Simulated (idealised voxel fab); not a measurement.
process module | voxel ribs on slabs
cross-section cut | 275 nm wide | cells 5 nm
A cross-section is a grid of square cells, given in bands from the top down. A band is one or more rows of cells.
Each band's line starts with the height of the band's top and of its bottom, in nm. Then come its materials from left to right, each with its width in nm. One material with "throughout" fills the band from edge to edge. "air" is empty space.
Height 0 is the level under which the wafer as received is all one material. The lowest band goes on downwards, as in "0 down".
A width such as "30 to 40" changes by the same amount from each row of cells to the next, from the band's top row to its bottom row.
"no change" after a step means that no cell of the cross-section changed.
closed voids: empty space of 8 cells or more with no open way to the top, each as width x height at its distance from the left edge, in nm
after a step's settings: what the simulator itself notes on the step
overlay nm, on a step with a mask: how far to the right of its planned place the mask lay; to the left if negative
plan
1 op RECEIVE | material Si
2 op DIRECTIONAL_DEP | material SiO2 | thk nm 20
3 op DIRECTIONAL_DEP | material polySi | thk nm 15
4 op MASKED_ETCH | tone cover | mask id RIB | width nm 15 | etch materials polySi | depth nm 5 | overlay nm 0
5 op PATTERN | tone cover | mask id SLAB | material resist | width nm 45 | thk nm 20 | overlay nm 0
6 op DIRECTIONAL_ETCH | etch materials polySi | depth nm 10
7 op STRIP | etch materials resist
8 op FILL_DEP | material SiO2 | thk nm 25
9 op CMP | height nm 55
10 op DIRECTIONAL_DEP | material W | thk nm 10
11 op MASKED_ETCH | tone cover | mask id HEATER | width nm 25 | etch materials W | depth nm 10 | overlay nm 0
12 op CONFORMAL_DEP | material SiO2 | thk nm 5
as received, after step 1
  0 down: Si throughout
  closed voids: none
first wafer at the end, as planned
  70 to 65: air 120 | SiO2 35 | air 120
  65 to 60: air 120 | SiO2 5 | W 25 | SiO2 5 | air 120
  60 to 55: SiO2 125 | W 25 | SiO2 125
  55 to 35: SiO2 throughout
  35 to 30: SiO2 130 | polySi 15 | SiO2 130
  30 to 20: SiO2 115 | polySi 45 | SiO2 115
  20 to 0: SiO2 throughout
  0 down: Si throughout
  closed voids: none
second wafer at the end: like start, like plan, one mistake
  70 to 65: air 120 | SiO2 35 | air 120
  65 to 60: air 120 | SiO2 5 | W 25 | SiO2 5 | air 120
  60 to 55: SiO2 125 | W 25 | SiO2 125
  55 to 30: SiO2 throughout
  30 to 20: SiO2 130 to 115 | polySi 15 to 45 | SiO2 130 to 115
  20 to 0: SiO2 throughout
  0 down: Si throughout
  closed voids: none
what went wrong: step 3 ran as: op DIRECTIONAL_DEP | material polySi | thk nm 10
at the end the second wafer has, in cells: 9 more of SiO2 | 9 fewer of polySi
